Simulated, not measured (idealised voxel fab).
Process module, titled voxel transistor to metal
This is section cut - it's 215 nm across, gridded in 5 nm square cells.
When this document writes out a cross-section, it uses a grid of square cells and lists it as bands, beginning at the top and moving down, with a band standing for one or more rows of cells. It is stipulated that each band's entry specify, in nanometres, the height of the top of the band and then that of its bottom, followed by the materials of the band in left-to-right sequence, each together with its width in nanometres. A single material marked by the word "full width" is understood to fill the band from edge to edge; the word "empty" is understood to denote empty space. Below 0: as-received wafer, all one material; heights counted from there. Lowest band: no bottom, goes on down, written "z 0 and below". Width: "30->40" (first number = top row, second number = bottom row, same change from row to row of cells). Step note "no modification" = no cross-section cell changed. "Enclosed void inventory" enumerates empty spaces isolated from the top, with no open way to it, that contain at least 8 cells, giving each as width x height at distance from the left edge, all three in nm. after a step's settings: what the simulator itself notes on the step. overlay nm: mask offset rightward from planned place, masked step; negative means leftward offset.

-- So here's the lineup of process steps we planned
| 1 | RECEIVE with material Si |
| 2 | OXIDIZE with depth nm 5 |
| 3 | CONFORMAL_DEP with material SiN, thk nm 15 |
| 4 | MASKED_ETCH with tone cover, mask id ACTIVE, width nm 105, etch materials SiN, depth nm 15, overlay nm 0 |
| 5 | MASKED_ETCH with tone cover, mask id ACTIVE, width nm 105, etch materials SiO2, depth nm 5, overlay nm 0 |
| 6 | MASKED_ETCH with tone cover, mask id ACTIVE, width nm 105, etch materials Si, depth nm 25, overlay nm 0 |
| 7 | OXIDIZE with depth nm 5 |
| 8 | FILL_DEP with material SiO2, thk nm 15 |
| 9 | CMP with height nm 15 |
| 10 | SELECTIVE_ETCH with etch materials SiO2, depth nm 10 |
| 11 | STRIP with etch materials SiN |
| 12 | SELECTIVE_ETCH with etch materials SiO2, depth nm 5 |
| 13 | OXIDIZE with depth nm 5 |
| 14 | DIRECTIONAL_DEP with material polySi, thk nm 25 |
| 15 | DIRECTIONAL_DEP with material SiCN, thk nm 10 |
| 16 | PATTERN with tone cover, mask id GATE, material resist, width nm 15, thk nm 15, overlay nm 0 |
| 17 | DIRECTIONAL_ETCH with etch materials SiCN, depth nm 20 |
| 18 | DIRECTIONAL_ETCH with etch materials polySi, depth nm 35 |
| 19 | STRIP with etch materials resist |
| 20 | CONFORMAL_DEP with material SiO2, thk nm 5 |
| 21 | DIRECTIONAL_ETCH with etch materials SiO2, depth nm 5 |
| 22 | CONFORMAL_DEP with material SiN, thk nm 10 |
| 23 | DIRECTIONAL_ETCH with etch materials SiN, depth nm 10 |
| 24 | DIRECTIONAL_ETCH with etch materials SiO2, depth nm 5 |
| 25 | DIRECTIONAL_ETCH with etch materials Si, depth nm 5 |
| 26 | EPI with material nSi, thk nm 10 |
| 27 | FILL_DEP with material SiO2, thk nm 10 |
| 28 | CMP with height nm 30 |
| 29 | DIRECTIONAL_DEP with material SiO2, thk nm 10 |
| 30 | MASKED_ETCH with tone open, mask id CONTACT, width nm 20, pitch nm 75, etch materials SiO2, depth nm 40, overlay nm 0 |
| 31 | CONFORMAL_DEP with material TiN, thk nm 5 |
| 32 | FILL_DEP with material W, thk nm 10 |
| 33 | CMP with height nm 40 |
| 34 | DIRECTIONAL_DEP with material TiN, thk nm 5 |
| 35 | DIRECTIONAL_DEP with material W, thk nm 15 |
| 36 | MASKED_ETCH with tone cover, mask id METAL_1, width nm 20, pitch nm 75, etch materials W, depth nm 15, overlay nm 0 |
| 37 | MASKED_ETCH with tone cover, mask id METAL_1, width nm 20, pitch nm 75, etch materials TiN, depth nm 5, overlay nm 0 |
| 38 | CONFORMAL_DEP with material SiN, thk nm 5 |
| 39 | FILL_DEP with material lowk, thk nm 10 |
| 40 | CMP with height nm 60 |
| 41 | CONFORMAL_DEP with material SiCN, thk nm 5 |
| 42 | DIRECTIONAL_DEP with material SiO2, thk nm 35 |
| 43 | PATTERN with tone open, mask id METAL_2_HOLES, material resist, width nm 15, pitch nm 75, thk nm 20, overlay nm 0 |
| 44 | DIRECTIONAL_ETCH with etch materials SiO2, depth nm 35 |
| 45 | STRIP with etch materials resist |
| 46 | DIRECTIONAL_DEP with material aC, thk nm 15 |
| 47 | PATTERN with tone open, mask id METAL_2, material resist, width nm 20, pitch nm 75, thk nm 30, overlay nm 0 |
| 48 | DIRECTIONAL_ETCH with etch materials aC, depth nm 15 |
| 49 | STRIP with etch materials resist |
| 50 | DIRECTIONAL_ETCH with etch materials SiO2, depth nm 20 |
| 51 | DIRECTIONAL_ETCH with etch materials SiCN, depth nm 5 |
| 52 | STRIP with etch materials aC |
| 53 | CONFORMAL_DEP with material TiN, thk nm 5 |
| 54 | FILL_DEP with material Ru, thk nm 10 |
| 55 | CMP with height nm 100 |
| 56 | CONFORMAL_DEP with material SiN, thk nm 5 |

-- As received (post step 1): cross-section
  z 0 and below: Si full width
  Enclosed void inventory: none

-- First of two wafers: cross-section at end of module, run per plan
  z 105 to 100: SiN full width
  z 100 to 85: SiO2 (60), then TiN (5), then Ru (10), then TiN (5), then SiO2 (55), then TiN (5), then Ru (10), then TiN (5), then SiO2 (60)
  z 85 to 80: SiO2 (60), then TiN (5), then Ru (5), then TiN (10), then SiO2 (55), then TiN (5), then Ru (5), then TiN (10), then SiO2 (60)
  z 80 to 65: SiO2 (60), then TiN (5), then Ru (5), then TiN (5), then SiO2 (60), then TiN (5), then Ru (5), then TiN (5), then SiO2 (65)
  z 65 to 60: SiCN (60), then TiN (15), then SiCN (60), then TiN (15), then SiCN (65)
  z 60 to 45: lowk (55), then SiN (5), then W (20), then SiN (5), then lowk (45), then SiN (5), then W (20), then SiN (5), then lowk (55)
  z 45 to 40: SiN (60), then TiN (20), then SiN (55), then TiN (20), then SiN (60)
  z 40 to 30: SiO2 (60), then TiN (5), then W (10), then TiN (5), then SiO2 (55), then TiN (5), then W (10), then TiN (5), then SiO2 (60)
  z 30 to 20: SiO2 (60), then TiN (5), then W (10), then TiN (5), then SiO2 (5), then SiN (10), then SiO2 (5), then SiCN (15), then SiO2 (5), then SiN (10), then SiO2 (5), then TiN (5), then W (10), then TiN (5), then SiO2 (60)
  z 20 to 5: SiO2 (60), then TiN (5), then W (10), then TiN (5), then SiO2 (5), then SiN (10), then SiO2 (5), then polySi (15), then SiO2 (5), then SiN (10), then SiO2 (5), then TiN (5), then W (10), then TiN (5), then SiO2 (60)
  z 5 to 0: SiO2 (60), then TiN (20), then SiO2 (5), then SiN (10), then SiO2 (5), then polySi (15), then SiO2 (5), then SiN (10), then SiO2 (5), then TiN (20), then SiO2 (60)
  z 0 to -5: SiO2 (55), then SiN (10), then nSi (20), then SiN (10), then SiO2 (5), then polySi (15), then SiO2 (5), then SiN (10), then nSi (20), then SiN (10), then SiO2 (55)
  z -5 to -10: SiO2 (65), then nSi (20), then SiO2 (45), then nSi (20), then SiO2 (65)
  z -10 to -15: SiO2 (60), then Si (5), then nSi (20), then Si (45), then nSi (20), then Si (5), then SiO2 (60)
  z -15 to -35: SiO2 (60), then Si (95), then SiO2 (60)
  z -35 and below: Si full width
  Enclosed void inventory: none

-- Wafer two cross-section, module end. Start and plan unchanged from wafer one; one mistake made during the run
  z 105 to 100: SiN full width
  z 100 to 85: Ru (70), then TiN (5), then SiO2 (5), then TiN (5), then Ru (60), then TiN (5), then SiO2 (5), then TiN (5), then Ru (55)
  z 85 to 80: TiN (65), then Ru (5), then TiN (5), then SiO2 (5), then TiN (60), then Ru (5), then TiN (5), then SiO2 (5), then TiN (60)
  z 80 to 70: SiO2 (60), then TiN (5), then Ru (5), then TiN (5), then SiO2 (60), then TiN (5), then Ru (5), then TiN (5), then SiO2 (65)
  z 70 to 65: SiO2 (60), then TiN (15), then SiO2 (60), then TiN (15), then SiO2 (65)
  z 65 to 60: SiCN full width
  z 60 to 45: lowk (55), then SiN (5), then W (20), then SiN (5), then lowk (45), then SiN (5), then W (20), then SiN (5), then lowk (55)
  z 45 to 40: SiN (60), then TiN (20), then SiN (55), then TiN (20), then SiN (60)
  z 40 to 30: SiO2 (60), then TiN (5), then W (10), then TiN (5), then SiO2 (55), then TiN (5), then W (10), then TiN (5), then SiO2 (60)
  z 30 to 20: SiO2 (60), then TiN (5), then W (10), then TiN (5), then SiO2 (5), then SiN (10), then SiO2 (5), then SiCN (15), then SiO2 (5), then SiN (10), then SiO2 (5), then TiN (5), then W (10), then TiN (5), then SiO2 (60)
  z 20 to 5: SiO2 (60), then TiN (5), then W (10), then TiN (5), then SiO2 (5), then SiN (10), then SiO2 (5), then polySi (15), then SiO2 (5), then SiN (10), then SiO2 (5), then TiN (5), then W (10), then TiN (5), then SiO2 (60)
  z 5 to 0: SiO2 (60), then TiN (20), then SiO2 (5), then SiN (10), then SiO2 (5), then polySi (15), then SiO2 (5), then SiN (10), then SiO2 (5), then TiN (20), then SiO2 (60)
  z 0 to -5: SiO2 (55), then SiN (10), then nSi (20), then SiN (10), then SiO2 (5), then polySi (15), then SiO2 (5), then SiN (10), then nSi (20), then SiN (10), then SiO2 (55)
  z -5 to -10: SiO2 (65), then nSi (20), then SiO2 (45), then nSi (20), then SiO2 (65)
  z -10 to -15: SiO2 (60), then Si (5), then nSi (20), then Si (45), then nSi (20), then Si (5), then SiO2 (60)
  z -15 to -35: SiO2 (60), then Si (95), then SiO2 (60)
  z -35 and below: Si full width
  Enclosed void inventory: none
Misprocessing identified: for step 47, the planned setting was not used; the step was instead run as PATTERN with tone cover, mask id METAL_2, material resist, width nm 20, pitch nm 75, thk nm 30, overlay nm 0
Heads up, by the end the second wafer has more or fewer cells of some materials compared to the first: Ru +97, SiCN +6, SiO2 -132, TiN +29
